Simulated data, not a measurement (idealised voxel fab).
A process module follows: voxel fin reveal.
FYI the section here is cut, 300 nm wide, cells are 5 nm squares.
For the purposes of this document, a cross-section shall be understood as a grid of square cells, specified as bands listed in top-to-bottom order, each band consisting of one or more rows of cells.
First you get the band's top height and its bottom height, in nm, and then the materials it's made of, left to right, with each width in nm. If you see a single material with "edge to edge", that one covers the band edge to edge. "blank" is empty space.
Zero point of the height axis is 0; under it, received wafer = one material. Lowest band: continues down indefinitely, "0 nm and below".
Read "30..40" as a graded width: first number on top, second number at the bottom, same change between each pair of neighbouring rows.
What does "nothing changed" mean for a step? It means no cell of the cross-section changed in that step.
Entry "Sealed void listing" = empty spaces >= 8 cells with no open way to the top; each as width x height at distance, distance from left edge, all nm.
Formally, on a step line, whatever follows the settings is a remark that the simulator itself makes on the step.
overlay nm: mask right of planned place by this much (step with mask). Neg. = left.
-- Planned step list for the process
| 1 | op RECEIVE | material Si |
| 2 | op CONFORMAL_DEP | material SiN | thk nm 10 |
| 3 | op PATTERN | tone cover | mask id FINS | material resist | width nm 15 | pitch nm 35 | thk nm 15 | overlay nm 0 |
| 4 | op DIRECTIONAL_ETCH | etch materials SiN | depth nm 10 |
| 5 | op DIRECTIONAL_ETCH | etch materials Si | depth nm 35 |
| 6 | op STRIP | etch materials resist |
| 7 | op FILL_DEP | material SiO2 | thk nm 10 |
| 8 | op CMP | height nm 10 |
| 9 | op SELECTIVE_ETCH | etch materials SiO2 | depth nm 35 |
| 10 | op STRIP | etch materials SiN |
| 11 | op CONFORMAL_DEP | material SiO2 | thk nm 5 |
-- As-received wafer cross-section (after step 1)
	0 nm and below: Si edge to edge
	Sealed void listing: none
-- Same starting wafer, same plan as above, one mistake in the execution; this is the cross-section at the end of the module
	15 nm to 10 nm: blank: 100 | SiO2: 25 | blank: 10 | SiO2: 25 | blank: 10 | SiO2: 25 | blank: 105
	10 nm to 0 nm: blank: 100 | SiO2: 5 | SiN: 15 | SiO2: 5 | blank: 10 | SiO2: 5 | SiN: 15 | SiO2: 5 | blank: 10 | SiO2: 5 | SiN: 15 | SiO2: 5 | blank: 105
	0 nm to -30 nm: blank: 100 | SiO2: 5 | Si: 15 | SiO2: 5 | blank: 10 | SiO2: 5 | Si: 15 | SiO2: 5 | blank: 10 | SiO2: 5 | Si: 15 | SiO2: 5 | blank: 105
	-30 nm to -35 nm: SiO2: 105 | Si: 15 | SiO2: 20 | Si: 15 | SiO2: 20 | Si: 15 | SiO2: 110
	-35 nm and below: Si edge to edge
	Sealed void listing: none
What was done differently from what was planned? heads up, step 10 didn't go per plan, it actually ran as op STRIP | etch materials SiO2
